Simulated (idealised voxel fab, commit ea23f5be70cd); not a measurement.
The document below concerns the process module designated voxel plated lines.
Section cut is 230 nm wide and gridded with 5 nm square cells.
Format of a cross-section: grid, square cells. Given as bands. Order: top down. Band: one or more rows of cells.
What a band's entry tells you: where the top is and where the bottom is, as heights in nm, and after that what lies inside, material by material from left to right, each with its width in nm. Empty space is written as the word "blank", and a single material marked with the word "edge to edge" occupies the band from edge to edge.
We count height from 0. Below that, the starting wafer is all one material. The lowest band never ends at the bottom but goes on down; see "top 0, no bottom" for how that is written.
The notation "30..40" denotes a width that varies across the rows of cells in the band, beginning at the first number in the top row, finishing at the second number in the bottom row, and changing by an identical amount from each row to the next.
The designation "identical to before", where it is given for a processing step, indicates that no cell of the cross-section was altered in the course of that step.
Closed-off voids of 8+ cells (no open route to the top) go in "Sealed voids", written width x height at distance from the left edge, in nm.
On each step's line, the part that comes after the settings is the simulator's own comment on the step.
"overlay nm" denotes, for a step that has a mask, the displacement of the mask to the right of its planned place, with negative values corresponding to the left.
[List of planned process steps]
1,RECEIVE [material Si]
2,CONFORMAL_DEP [material Al2O3] [thk nm 5]
3,DIRECTIONAL_DEP [material TiN] [thk nm 5]
4,PATTERN [tone open] [mask id LINES] [material resist] [width nm 20] [pitch nm 50] [thk nm 25] [overlay nm 0]
5,EPI [material Ru] [thk nm 5]
6,EPI [material Ru] [thk nm 10]
7,STRIP [etch materials resist]
8,DIRECTIONAL_ETCH [etch materials TiN] [depth nm 5]
9,CONFORMAL_DEP [material SiN] [thk nm 5]
[This is the cross-section of the wafer as we received it, i.e. after step 1]
* top 0, no bottom | Si edge to edge
* Sealed voids: none
[First of two wafers: cross-section at end of module, run per plan]
* top 30, bottom 25 | blank: 50  SiN: 30  blank: 20  SiN: 30  blank: 20  SiN: 30  blank: 50
* top 25, bottom 10 | blank: 50  SiN: 5  Ru: 20  SiN: 5  blank: 20  SiN: 5  Ru: 20  SiN: 5  blank: 20  SiN: 5  Ru: 20  SiN: 5  blank: 50
* top 10, bottom 5 | SiN: 55  TiN: 20  SiN: 30  TiN: 20  SiN: 30  TiN: 20  SiN: 55
* top 5, bottom 0 | Al2O3 edge to edge
* top 0, no bottom | Si edge to edge
* Sealed voids: none
[End of module, second wafer, cross-section. Started like the first, planned like the first, run with one mistake]
* top 30, bottom 25 | blank: 50  SiN: 30  blank: 20  SiN: 30  blank: 20  SiN: 30  blank: 50
* top 25, bottom 20 | blank: 50  SiN: 5  Ru: 20  SiN: 5  blank: 20  SiN: 5  Ru: 20  SiN: 5  blank: 20  SiN: 5  Ru: 20  SiN: 5  blank: 50
* top 20, bottom 15 | SiN: 55  Ru: 20  SiN: 30  Ru: 20  SiN: 30  Ru: 20  SiN: 55
* top 15, bottom 10 | Ru edge to edge
* top 10, bottom 5 | TiN edge to edge
* top 5, bottom 0 | Al2O3 edge to edge
* top 0, no bottom | Si edge to edge
* Sealed voids: none
What broke from the plan during processing? plan vs actual: 4 and 5 interchanged
The final cell counts differ between the wafers, with the second having more or fewer of some materials than the first: Ru: 34 more; SiN: 12 fewer; TiN: 34 more
